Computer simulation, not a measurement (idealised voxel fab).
Process module, titled voxel fin reveal
Displayed cross-section: cut, width of 275 nm, square cells sized 5 nm.
Heads up, the way a cross-section reads in here is a grid of square cells, handed over as bands from the top down, with every band being one or more rows of cells. Basically the band line says how high the top is and how high the bottom is, in nm, and then what's in it from left to right, every material with its width in nm. Empty space shows up as "air", and if a single material carries "full width" it runs the full band edge to edge. Where do heights start? At 0: under that level the wafer as delivered is made of one material only. And the lowest band has no floor; it just carries on downward, as in "0..down". Per-row width for "30..40": begins at first number (top row of band), ends at second number (bottom row), increment between rows held constant. "no modification" (step): cross-section cells unchanged, all of them. The entry "Internal closed voids" lists the empty spaces that cover at least 8 cells and have no open path to the top. Each is written as width x height at distance, where the distance is measured from the left edge and all three values are in nm. Formally, on a step line, whatever follows the settings is a remark that the simulator itself makes on the step. The setting "overlay nm" may be written on the line of a step. When the step uses a mask, the value reports how far to the right of the planned place the mask lay, and a negative value reports that it lay to the left.
This section lists the process steps that were planned
- 1: RECEIVE, material Si
- 2: CONFORMAL_DEP, material SiN, thk nm 5
- 3: DIRECTIONAL_DEP, material aC, thk nm 10
- 4: PATTERN, tone cover, mask id FINS, material resist, width nm 15, pitch nm 35, thk nm 25, overlay nm 0
- 5: DIRECTIONAL_ETCH, etch materials aC, depth nm 10
- 6: STRIP, etch materials resist
- 7: DIRECTIONAL_ETCH, etch materials SiN, depth nm 5
- 8: DIRECTIONAL_ETCH, etch materials Si, depth nm 35
- 9: STRIP, etch materials aC
- 10: FILL_DEP, material SiO2, thk nm 5
- 11: CMP, height nm 5
- 12: SELECTIVE_ETCH, etch materials SiO2, depth nm 15
- 13: STRIP, etch materials SiN
- 14: CONFORMAL_DEP, material SiO2, thk nm 5
As-received wafer cross-section (after step 1)
> 0..down = Si full width
> Internal closed voids: none
This is how the wafer looks in cross-section once the module is done, given the starting state and plan above and one mistake in carrying the plan out
> 5..0 = 90 air, then 25 SiO2, then 10 air, then 25 SiO2, then 10 air, then 25 SiO2, then 90 air
> 0..-5 = 90 air, then 5 SiO2, then 15 Si, then 5 SiO2, then 10 air, then 5 SiO2, then 15 Si, then 5 SiO2, then 10 air, then 5 SiO2, then 15 Si, then 5 SiO2, then 90 air
> -5..-70 = 95 SiO2, then 15 Si, then 20 SiO2, then 15 Si, then 20 SiO2, then 15 Si, then 95 SiO2
> -70..down = Si full width
> Internal closed voids: none
Deviation from plan: plan step 8 ran twice
